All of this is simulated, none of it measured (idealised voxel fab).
The name of this process module is voxel ribs on slabs.
Shown is cross-section cut, with a width of 295 nm and square cells of size 5 nm.
This document writes a cross-section as a grid whose cells are square, and gives it as bands, listed from the top down; one or more rows of cells form a band. Top height, bottom height, nm. Materials left to right, width each, nm. Single material + "edge to edge" = fills band edge to edge. "empty" = empty. Counting heights begins at 0, where everything beneath is, in the wafer as received, one material. The lowest band has no bottom; it goes on downwards, as "from 0 down" shows. So if you see something like "30..40" for the width, read it as the top row of the band sitting at the first number and the bottom row at the second, with every row in between moving by the same amount as the last. Where the words "nothing got changed" appear for a step, the cross-section shows no cell changed by that step; every cell remained as before. Basically, "Cavities, sealed" tells you about the enclosed voids: empty spaces with no open way to the top, 8 cells or bigger, each written width x height at distance, where distance is from the left edge, all in nm. Heads up: the bit after the settings on a step's line is the simulator's remark on that step. overlay nm: how far to the right of its planned place the mask lay on this masked step (negative: to the left).
This section lists the process steps that were planned
1: RECEIVE with material Si
2: DIRECTIONAL_DEP with material SiO2, thk nm 20
3: DIRECTIONAL_DEP with material polySi, thk nm 25
4: DIRECTIONAL_DEP with material aC, thk nm 10
5: PATTERN with tone cover, mask id RIB, material resist, width nm 15, thk nm 30, overlay nm 0
6: DIRECTIONAL_ETCH with etch materials aC, depth nm 10
7: STRIP with etch materials resist
8: DIRECTIONAL_ETCH with etch materials polySi, depth nm 15
9: STRIP with etch materials aC
10: DIRECTIONAL_DEP with material aC, thk nm 15
11: PATTERN with tone cover, mask id SLAB, material resist, width nm 55, thk nm 35, overlay nm -15
12: DIRECTIONAL_ETCH with etch materials aC, depth nm 15
13: STRIP with etch materials resist
14: DIRECTIONAL_ETCH with etch materials polySi, depth nm 10
15: STRIP with etch materials aC
16: FILL_DEP with material SiO2, thk nm 15
17: CMP with height nm 55
18: DIRECTIONAL_DEP with material TiN, thk nm 10
19: PATTERN with tone cover, mask id HEATER, material resist, width nm 25, thk nm 20, overlay nm 0
20: DIRECTIONAL_ETCH with etch materials TiN, depth nm 10
21: STRIP with etch materials resist
22: CONFORMAL_DEP with material SiO2, thk nm 5
Don't read the plan's overlay nm for step 11 as applying to every wafer: that's the first wafer's value, and the wafers differ in it, though they all start identical.
The first of several wafers in cross-section, exactly as it reached us after step 1
- from 0 down | Si edge to edge
- Cavities, sealed: none
Here is the cross-section of the first of several wafers at the end of the module, after its last step, step 22
- from 70 to 65 | empty 130 nm, then SiO2 35 nm, then empty 130 nm
- from 65 to 60 | empty 130 nm, then SiO2 5 nm, then TiN 25 nm, then SiO2 5 nm, then empty 130 nm
- from 60 to 55 | SiO2 135 nm, then TiN 25 nm, then SiO2 135 nm
- from 55 to 45 | SiO2 edge to edge
- from 45 to 30 | SiO2 140 nm, then polySi 15 nm, then SiO2 140 nm
- from 30 to 20 | SiO2 105 nm, then polySi 55 nm, then SiO2 135 nm
- from 20 to 0 | SiO2 edge to edge
- from 0 down | Si edge to edge
- Cavities, sealed: none
X-section, last wafer, module end
- from 70 to 65 | empty 130 nm, then SiO2 35 nm, then empty 130 nm
- from 65 to 60 | empty 130 nm, then SiO2 5 nm, then TiN 25 nm, then SiO2 5 nm, then empty 130 nm
- from 60 to 55 | SiO2 135 nm, then TiN 25 nm, then SiO2 135 nm
- from 55 to 45 | SiO2 edge to edge
- from 45 to 30 | SiO2 140 nm, then polySi 15 nm, then SiO2 140 nm
- from 30 to 20 | SiO2 135 nm, then polySi 55 nm, then SiO2 105 nm
- from 20 to 0 | SiO2 edge to edge
- from 0 down | Si edge to edge
- Cavities, sealed: none
Heads up, this table goes wafer by wafer. A row tells you, at the end of the module, how many cells of each material that wafer has put on (+) or dropped (-) since it was received, and then its closed voids
overlay nm -15; +681 SiO2; +10 TiN; +31 polySi; Cavities, sealed: none
overlay nm -10; +681 SiO2; +10 TiN; +31 polySi; Cavities, sealed: none
overlay nm -5; +681 SiO2; +10 TiN; +31 polySi; Cavities, sealed: none
overlay nm 0; +681 SiO2; +10 TiN; +31 polySi; Cavities, sealed: none
overlay nm 5; +681 SiO2; +10 TiN; +31 polySi; Cavities, sealed: none
overlay nm 10; +681 SiO2; +10 TiN; +31 polySi; Cavities, sealed: none
overlay nm 15; +681 SiO2; +10 TiN; +31 polySi; Cavities, sealed: none
